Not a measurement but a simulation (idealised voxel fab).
process module | voxel transistor to metal
cross-section cut | 200 nm wide | cells 5 nm
A cross-section is a grid of square cells, given in bands from the top down. A band is one or more rows of cells.
Each band's line starts with the height of the band's top and of its bottom, in nm. Then come its materials from left to right, each with its width in nm. One material with "throughout" fills the band from edge to edge. "air" is empty space.
Height 0 is the level under which the wafer as received is all one material. The lowest band goes on downwards, as in "0 down".
A width such as "30 to 40" changes by the same amount from each row of cells to the next, from the band's top row to its bottom row.
"no change" after a step means that no cell of the cross-section changed.
closed voids: empty space of 8 cells or more with no open way to the top, each as width x height at its distance from the left edge, in nm
after a step's settings: what the simulator itself notes on the step
overlay nm, on a step with a mask: how far to the right of its planned place the mask lay; to the left if negative
plan
1 op RECEIVE | material Si
2 op OXIDIZE | depth nm 5
3 op CONFORMAL_DEP | material SiN | thk nm 10
4 op MASKED_ETCH | tone cover | mask id ACTIVE | width nm 110 | etch materials SiN | depth nm 10 | overlay nm 0
5 op MASKED_ETCH | tone cover | mask id ACTIVE | width nm 110 | etch materials SiO2 | depth nm 5 | overlay nm 0
6 op MASKED_ETCH | tone cover | mask id ACTIVE | width nm 110 | etch materials Si | depth nm 35 | overlay nm 0
7 op OXIDIZE | depth nm 5
8 op FILL_DEP | material SiO2 | thk nm 5
9 op CMP | height nm 10
10 op SELECTIVE_ETCH | etch materials SiO2 | depth nm 10
11 op STRIP | etch materials SiN
12 op SELECTIVE_ETCH | etch materials SiO2 | depth nm 5
13 op OXIDIZE | depth nm 5
14 op DIRECTIONAL_DEP | material polySi | thk nm 25
15 op DIRECTIONAL_DEP | material SiCN | thk nm 15
16 op DIRECTIONAL_DEP | material aC | thk nm 15
17 op PATTERN | tone cover | mask id GATE | material resist | width nm 20 | thk nm 30 | overlay nm 0
18 op DIRECTIONAL_ETCH | etch materials aC | depth nm 15
19 op STRIP | etch materials resist
20 op DIRECTIONAL_ETCH | etch materials SiCN | depth nm 25
21 op DIRECTIONAL_ETCH | etch materials polySi | depth nm 35
22 op STRIP | etch materials aC
23 op CONFORMAL_DEP | material SiO2 | thk nm 5
24 op DIRECTIONAL_ETCH | etch materials SiO2 | depth nm 5
25 op CONFORMAL_DEP | material SiN | thk nm 5
26 op DIRECTIONAL_ETCH | etch materials SiN | depth nm 5
27 op DIRECTIONAL_ETCH | etch materials SiO2 | depth nm 5
28 op DIRECTIONAL_ETCH | etch materials Si | depth nm 10
29 op EPI | material nSi | thk nm 10
30 op FILL_DEP | material SiO2 | thk nm 10
31 op CMP | height nm 35
32 op DIRECTIONAL_DEP | material SiO2 | thk nm 15
33 op DIRECTIONAL_DEP | material aC | thk nm 10
34 op PATTERN | tone open | mask id CONTACT | material resist | width nm 20 | pitch nm 80 | thk nm 25 | overlay nm 0
35 op DIRECTIONAL_ETCH | etch materials aC | depth nm 10
36 op STRIP | etch materials resist
37 op DIRECTIONAL_ETCH | etch materials SiO2 | depth nm 60
38 op STRIP | etch materials aC
39 op CONFORMAL_DEP | material TiN | thk nm 5
40 op FILL_DEP | material W | thk nm 10
41 op CMP | height nm 50
42 op CONFORMAL_DEP | material SiN | thk nm 5
43 op DIRECTIONAL_DEP | material lowk | thk nm 25
44 op MASKED_ETCH | tone open | mask id METAL_1 | width nm 20 | pitch nm 80 | etch materials lowk | depth nm 25 | overlay nm 0
45 op MASKED_ETCH | tone open | mask id METAL_1 | width nm 20 | pitch nm 80 | etch materials SiN | depth nm 5 | overlay nm 0
46 op CONFORMAL_DEP | material TiN | thk nm 5
47 op FILL_DEP | material W | thk nm 10
48 op CMP | height nm 80
49 op EPI | material Ru | thk nm 5
50 op FILL_DEP | material SiCN | thk nm 5
as received, after step 1
  0 down: Si throughout
  closed voids: none
a wafer at the end: this start, this plan, one mistake
  90 to 85: SiCN throughout
  85 to 80: SiCN 45 | Ru 30 | SiCN 50 | Ru 30 | SiCN 45
  80 to 55: lowk 50 | TiN 5 | W 10 | TiN 5 | lowk 60 | TiN 5 | W 10 | TiN 5 | lowk 50
  55 to 50: SiN 50 | TiN 20 | SiN 60 | TiN 20 | SiN 50
  50 to 35: SiO2 60 | TiN 5 | W 10 | TiN 5 | SiO2 60 | TiN 5 | W 10 | TiN 5 | SiO2 40
  35 to 20: SiO2 60 | TiN 5 | W 10 | TiN 5 | SiN 5 | SiO2 5 | SiCN 20 | SiO2 5 | SiN 5 | SiO2 20 | TiN 5 | W 10 | TiN 5 | SiO2 40
  20 to 5: SiO2 60 | TiN 5 | W 10 | TiN 5 | SiN 5 | SiO2 5 | polySi 20 | SiO2 5 | SiN 5 | SiO2 20 | TiN 5 | W 10 | TiN 5 | SiO2 40
  5 to 0: SiO2 60 | TiN 20 | SiN 5 | SiO2 5 | polySi 20 | SiO2 5 | SiN 5 | SiO2 20 | TiN 5 | W 10 | TiN 5 | SiO2 40
  0 to -5: SiO2 60 | TiN 10 | nSi 10 | SiN 5 | SiO2 5 | polySi 20 | SiO2 5 | SiN 5 | nSi 10 | SiO2 10 | TiN 5 | W 10 | TiN 5 | SiO2 40
  -5 to -10: SiO2 60 | TiN 10 | nSi 10 | SiO2 40 | nSi 10 | SiO2 10 | TiN 20 | SiO2 40
  -10 to -20: SiO2 50 | nSi 30 | Si 40 | nSi 30 | SiO2 50
  -20 to -45: SiO2 50 | Si 100 | SiO2 50
  -45 down: Si throughout
  closed voids: none
what went wrong: step 34 ran as: op PATTERN | tone open | mask id CONTACT | material resist | width nm 20 | pitch nm 80 | thk nm 25 | overlay nm 10
